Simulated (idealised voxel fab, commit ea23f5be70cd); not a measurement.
process module | voxel self aligned contacts
cross-section cut | 270 nm wide | cells 5 nm
A cross-section is a grid of square cells, given in bands from the top down. A band is one or more rows of cells.
Each band's line starts with the height of the band's top and of its bottom, in nm. Then come its materials from left to right, each with its width in nm. One material with "throughout" fills the band from edge to edge. "air" is empty space.
Height 0 is the level under which the wafer as received is all one material. The lowest band goes on downwards, as in "0 down".
A width such as "30 to 40" changes by the same amount from each row of cells to the next, from the band's top row to its bottom row.
"no change" after a step means that no cell of the cross-section changed.
closed voids: empty space of 8 cells or more with no open way to the top, each as width x height at its distance from the left edge, in nm
after a step's settings: what the simulator itself notes on the step
overlay nm, on a step with a mask: how far to the right of its planned place the mask lay; to the left if negative
plan
1 op RECEIVE | material Si
2 op CONFORMAL_DEP | material SiO2 | thk nm 5
3 op DIRECTIONAL_DEP | material polySi | thk nm 30
4 op DIRECTIONAL_DEP | material SiN | thk nm 15
5 op MASKED_ETCH | tone cover | mask id GATE | width nm 25 | pitch nm 55 | etch materials SiN | depth nm 15 | overlay nm 0
6 op MASKED_ETCH | tone cover | mask id GATE | width nm 25 | pitch nm 55 | etch materials polySi | depth nm 30 | overlay nm 0
7 op CONFORMAL_DEP | material SiN | thk nm 5
8 op DIRECTIONAL_ETCH | etch materials SiN | depth nm 5
9 op FILL_DEP | material SiO2 | thk nm 10
10 op CMP | height nm 55
11 op DIRECTIONAL_DEP | material aC | thk nm 15
12 op PATTERN | tone open | mask id CONTACT | material resist | width nm 40 | thk nm 30 | overlay nm 0
13 op DIRECTIONAL_ETCH | etch materials aC | depth nm 15
14 op STRIP | etch materials resist
15 op DIRECTIONAL_ETCH | etch materials SiO2 | depth nm 45
16 op STRIP | etch materials aC
17 op CONFORMAL_DEP | material TiN | thk nm 5
18 op FILL_DEP | material W | thk nm 10
19 op CMP | height nm 55
20 op CONFORMAL_DEP | material SiN | thk nm 5
varied across the wafers: depth nm of step 15. The plan shows the first wafer's value. All wafers start alike
first wafer as received, after step 1
  0 down: Si throughout
  closed voids: none
each wafer at the end: cells of each material gained (+) or lost (-) since it was received, then its closed voids
depth nm 45 | +120 SiN | +428 SiO2 | +24 TiN | +16 W | +60 polySi | closed voids: none
depth nm 50 | +120 SiN | +424 SiO2 | +26 TiN | +18 W | +60 polySi | closed voids: none
depth nm 55 | +120 SiN | +420 SiO2 | +28 TiN | +20 W | +60 polySi | closed voids: none
depth nm 60 | +120 SiN | +420 SiO2 | +28 TiN | +20 W | +60 polySi | closed voids: none
depth nm 65 | +120 SiN | +420 SiO2 | +28 TiN | +20 W | +60 polySi | closed voids: none
depth nm 70 | +120 SiN | +420 SiO2 | +28 TiN | +20 W | +60 polySi | closed voids: none
